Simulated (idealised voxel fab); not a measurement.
process module | voxel transistor to metal
cross-section cut | 185 nm wide | cells 5 nm
A cross-section is a grid of square cells, given in bands from the top down. A band is one or more rows of cells.
Each band's line starts with the height of the band's top and of its bottom, in nm. Then come its materials from left to right, each with its width in nm. One material with "throughout" fills the band from edge to edge. "air" is empty space.
Height 0 is the level under which the wafer as received is all one material. The lowest band goes on downwards, as in "0 down".
A width such as "30 to 40" changes by the same amount from each row of cells to the next, from the band's top row to its bottom row.
"no change" after a step means that no cell of the cross-section changed.
closed voids: empty space of 8 cells or more with no open way to the top, each as width x height at its distance from the left edge, in nm
after a step's settings: what the simulator itself notes on the step
overlay nm, on a step with a mask: how far to the right of its planned place the mask lay; to the left if negative
plan
1 op RECEIVE | material Si
2 op CONFORMAL_DEP | material SiO2 | thk nm 5
3 op CONFORMAL_DEP | material SiN | thk nm 10
4 op DIRECTIONAL_DEP | material aC | thk nm 10
5 op PATTERN | tone cover | mask id ACTIVE | material resist | width nm 100 | thk nm 25 | overlay nm 0
6 op DIRECTIONAL_ETCH | etch materials aC | depth nm 10
7 op STRIP | etch materials resist
8 op DIRECTIONAL_ETCH | etch materials SiN | depth nm 10
9 op DIRECTIONAL_ETCH | etch materials SiO2 | depth nm 5
10 op DIRECTIONAL_ETCH | etch materials Si | depth nm 25
11 op STRIP | etch materials aC
12 op OXIDIZE | depth nm 5
13 op FILL_DEP | material SiO2 | thk nm 5
14 op CMP | height nm 15
15 op SELECTIVE_ETCH | etch materials SiO2 | depth nm 5
16 op STRIP | etch materials SiN
17 op SELECTIVE_ETCH | etch materials SiO2 | depth nm 5
18 op OXIDIZE | depth nm 5
19 op DIRECTIONAL_DEP | material polySi | thk nm 30
20 op DIRECTIONAL_DEP | material SiCN | thk nm 15
21 op DIRECTIONAL_DEP | material aC | thk nm 15
22 op PATTERN | tone cover | mask id GATE | material resist | width nm 30 | thk nm 35 | overlay nm 0
23 op DIRECTIONAL_ETCH | etch materials aC | depth nm 15
24 op STRIP | etch materials resist
25 op DIRECTIONAL_ETCH | etch materials SiCN | depth nm 25
26 op DIRECTIONAL_ETCH | etch materials polySi | depth nm 40
27 op STRIP | etch materials aC
28 op CONFORMAL_DEP | material SiN | thk nm 5
29 op DIRECTIONAL_ETCH | etch materials SiN | depth nm 5
30 op DIRECTIONAL_ETCH | etch materials SiO2 | depth nm 5
31 op DIRECTIONAL_ETCH | etch materials Si | depth nm 10
32 op EPI | material SiGe | thk nm 10
33 op FILL_DEP | material SiO2 | thk nm 5
34 op CMP | height nm 30
35 op STRIP | etch materials polySi
36 op SELECTIVE_ETCH | etch materials SiO2 | depth nm 5
37 op CONFORMAL_DEP | material HfO2 | thk nm 5
38 op CONFORMAL_DEP | material TiN | thk nm 5
39 op FILL_DEP | material W | thk nm 5
40 op CMP | height nm 25
41 op DIRECTIONAL_DEP | material SiO2 | thk nm 15
42 op PATTERN | tone open | mask id CONTACT | material resist | width nm 15 | pitch nm 75 | thk nm 20 | overlay nm 0
43 op DIRECTIONAL_ETCH | etch materials SiO2 | depth nm 45
44 op STRIP | etch materials resist
45 op CONFORMAL_DEP | material TiN | thk nm 5
46 op FILL_DEP | material W | thk nm 10
47 op CMP | height nm 40
48 op CONFORMAL_DEP | material SiCN | thk nm 5
49 op DIRECTIONAL_DEP | material lowk | thk nm 15
50 op MASKED_ETCH | tone open | mask id METAL_1 | width nm 15 | pitch nm 75 | etch materials lowk | depth nm 15 | overlay nm 0
51 op MASKED_ETCH | tone open | mask id METAL_1 | width nm 15 | pitch nm 75 | etch materials SiCN | depth nm 5 | overlay nm 0
52 op CONFORMAL_DEP | material TiN | thk nm 5
53 op FILL_DEP | material Cu | thk nm 5
54 op CMP | height nm 60
55 op CONFORMAL_DEP | material SiCN | thk nm 5
56 op DIRECTIONAL_DEP | material lowk | thk nm 35
57 op DIRECTIONAL_DEP | material aC | thk nm 10
58 op PATTERN | tone open | mask id METAL_2 | material resist | width nm 15 | pitch nm 75 | thk nm 25 | overlay nm 0
59 op DIRECTIONAL_ETCH | etch materials aC | depth nm 10
60 op STRIP | etch materials resist
61 op DIRECTIONAL_ETCH | etch materials lowk | depth nm 20
62 op STRIP | etch materials aC
63 op DIRECTIONAL_DEP | material aC | thk nm 15
64 op PATTERN | tone open | mask id METAL_2_HOLES | material resist | width nm 15 | pitch nm 75 | thk nm 30 | overlay nm 0
65 op DIRECTIONAL_ETCH | etch materials aC | depth nm 15
66 op STRIP | etch materials resist
67 op DIRECTIONAL_ETCH | etch materials lowk | depth nm 15
68 op DIRECTIONAL_ETCH | etch materials SiCN | depth nm 5
69 op STRIP | etch materials aC
70 op CONFORMAL_DEP | material TiN | thk nm 5
71 op FILL_DEP | material Cu | thk nm 10
72 op CMP | height nm 100
73 op CONFORMAL_DEP | material SiCN | thk nm 5
as received, after step 1
  0 down: Si throughout
  closed voids: none
first wafer at the end, as planned
  105 to 100: SiCN throughout
  100 to 65: lowk 45 | TiN 5 | Cu 5 | TiN 5 | lowk 60 | TiN 5 | Cu 5 | TiN 5 | lowk 50
  65 to 60: SiCN 45 | TiN 15 | SiCN 60 | TiN 15 | SiCN 50
  60 to 45: lowk 45 | TiN 5 | Cu 5 | TiN 5 | lowk 60 | TiN 5 | Cu 5 | TiN 5 | lowk 50
  45 to 40: SiCN 45 | TiN 15 | SiCN 60 | TiN 15 | SiCN 50
  40 to 25: SiO2 45 | TiN 5 | W 5 | TiN 5 | SiO2 60 | TiN 5 | W 5 | TiN 5 | SiO2 50
  25 to 5: SiO2 45 | TiN 5 | W 5 | TiN 5 | SiO2 10 | SiN 5 | HfO2 5 | TiN 5 | W 10 | TiN 5 | HfO2 5 | SiN 5 | SiO2 10 | TiN 5 | W 5 | TiN 5 | SiO2 50
  5 to 0: SiO2 35 | SiN 5 | SiO2 5 | TiN 5 | W 5 | TiN 5 | SiGe 10 | SiN 5 | HfO2 5 | TiN 20 | HfO2 5 | SiN 5 | SiGe 10 | TiN 5 | W 5 | TiN 5 | SiO2 5 | SiN 5 | SiO2 40
  0 to -5: SiO2 45 | TiN 15 | SiGe 10 | HfO2 40 | SiGe 10 | TiN 15 | SiO2 50
  -5 to -15: SiO2 45 | SiGe 25 | Si 40 | SiGe 25 | SiO2 50
  -15 to -30: SiO2 45 | Si 90 | SiO2 50
  -30 down: Si throughout
  closed voids: none
second wafer at the end: like start, like plan, one mistake
  105 to 100: SiCN throughout
  100 to 65: lowk 45 | TiN 5 | Cu 5 | TiN 5 | lowk 60 | TiN 5 | Cu 5 | TiN 5 | lowk 50
  65 to 60: SiCN 45 | TiN 15 | SiCN 60 | TiN 15 | SiCN 50
  60 to 45: lowk 45 | TiN 5 | Cu 5 | TiN 5 | lowk 60 | TiN 5 | Cu 5 | TiN 5 | lowk 50
  45 to 40: SiCN 45 | TiN 15 | SiCN 60 | TiN 15 | SiCN 50
  40 to 35: W 60 | TiN 25 | W 10 | TiN 25 | W 65
  35 to 30: TiN 65 | HfO2 15 | TiN 5 | W 10 | TiN 5 | HfO2 15 | TiN 70
  30 to 25: HfO2 70 | SiN 5 | HfO2 5 | TiN 5 | W 10 | TiN 5 | HfO2 5 | SiN 5 | HfO2 75
  25 to 5: SiO2 70 | SiN 5 | HfO2 5 | TiN 5 | W 10 | TiN 5 | HfO2 5 | SiN 5 | SiO2 75
  5 to 0: SiO2 35 | SiN 5 | SiO2 20 | SiGe 10 | SiN 5 | HfO2 5 | TiN 20 | HfO2 5 | SiN 5 | SiGe 10 | SiO2 20 | SiN 5 | SiO2 40
  0 to -5: SiO2 60 | SiGe 10 | HfO2 40 | SiGe 10 | SiO2 65
  -5 to -15: SiO2 45 | SiGe 25 | Si 40 | SiGe 25 | SiO2 50
  -15 to -30: SiO2 45 | Si 90 | SiO2 50
  -30 down: Si throughout
  closed voids: none
what went wrong: step 40 was left out
at the end the second wafer has, in cells: 37 more of HfO2 | 2 more of SiN | 57 fewer of SiO2 | 3 more of TiN | 15 more of W
